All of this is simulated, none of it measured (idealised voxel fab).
Process module, titled voxel released beams
We display cut, a cross-section 245 nm in width whose square cells are each 5 nm.
In what follows, cross-sections appear as grids of square cells, described through bands that run from the top down, where every band is one or more rows of cells. Band: top height; bottom height; in nm. Then, left to right: material with width in nm, for each material. "throughout": a single material spanning edge to edge. "empty": empty space. Heights are expressed relative to 0, this being the level below which the as-received wafer comprises one material exclusively. The lowest band is unbounded in the downward direction and is denoted as in "top 0, no bottom". So if you see something like "30..40" for the width, read it as the top row of the band sitting at the first number and the bottom row at the second, with every row in between moving by the same amount as the last. "no change occurred" -> step changed no cross-section cell. "Sealed cavities": sealed empty spaces, 8 cells or more, no open way to top, listed width x height at distance, with distance from the left edge and width, height and distance in nm. The remark found on a step's line after its settings is issued by the simulator itself and pertains to that step. overlay nm: where the mask lay relative to plan, measured to the right, on steps with a mask; negatives go left.

The following list gives the planned process steps
1. RECEIVE, material Si
2. CONFORMAL_DEP, material Al2O3, thk nm 10
3. DIRECTIONAL_DEP, material SiO2, thk nm 15
4. PATTERN, tone open, mask id ANCHOR, material resist, width nm 35, thk nm 15, overlay nm 0
5. DIRECTIONAL_ETCH, etch materials SiO2, depth nm 15
6. STRIP, etch materials resist
7. CONFORMAL_DEP, material SiN, thk nm 10
8. PATTERN, tone cover, mask id BEAM, material resist, width nm 95, thk nm 20, overlay nm 0
9. DIRECTIONAL_ETCH, etch materials SiN, depth nm 10
10. STRIP, etch materials resist
11. STRIP, etch materials SiO2

as received, after step 1
  top 0, no bottom | Si throughout
  Sealed cavities: none

First of two wafers at the end of the module, shown in cross-section; run carried out as planned
  top 35, bottom 25 | empty=70, SiN=15, empty=15, SiN=65, empty=80
  top 25, bottom 20 | empty=75, SiN=10, empty=15, SiN=10, empty=135
  top 20, bottom 10 | empty=75, SiN=35, empty=135
  top 10, bottom 0 | Al2O3 throughout
  top 0, no bottom | Si throughout
  Sealed cavities: none

Cross-section of the latter of the two wafers at module completion. It had an identical start and an identical plan to the former; in running it, one mistake was made
  top 35, bottom 25 | empty=70, SiN=95, empty=80
  top 25, bottom 15 | Al2O3 throughout
  top 15, bottom 0 | SiO2 throughout
  top 0, no bottom | Si throughout
  Sealed cavities: none
In executing the process, a mistake was made relative to the plan: it was found that steps 2 and 3 of the process plan had been performed in exchanged positions
Upon completion, the second wafer contains, in terms of cells, a greater or smaller amount of certain materials than the first wafer: SiN -12 | SiO2 +147
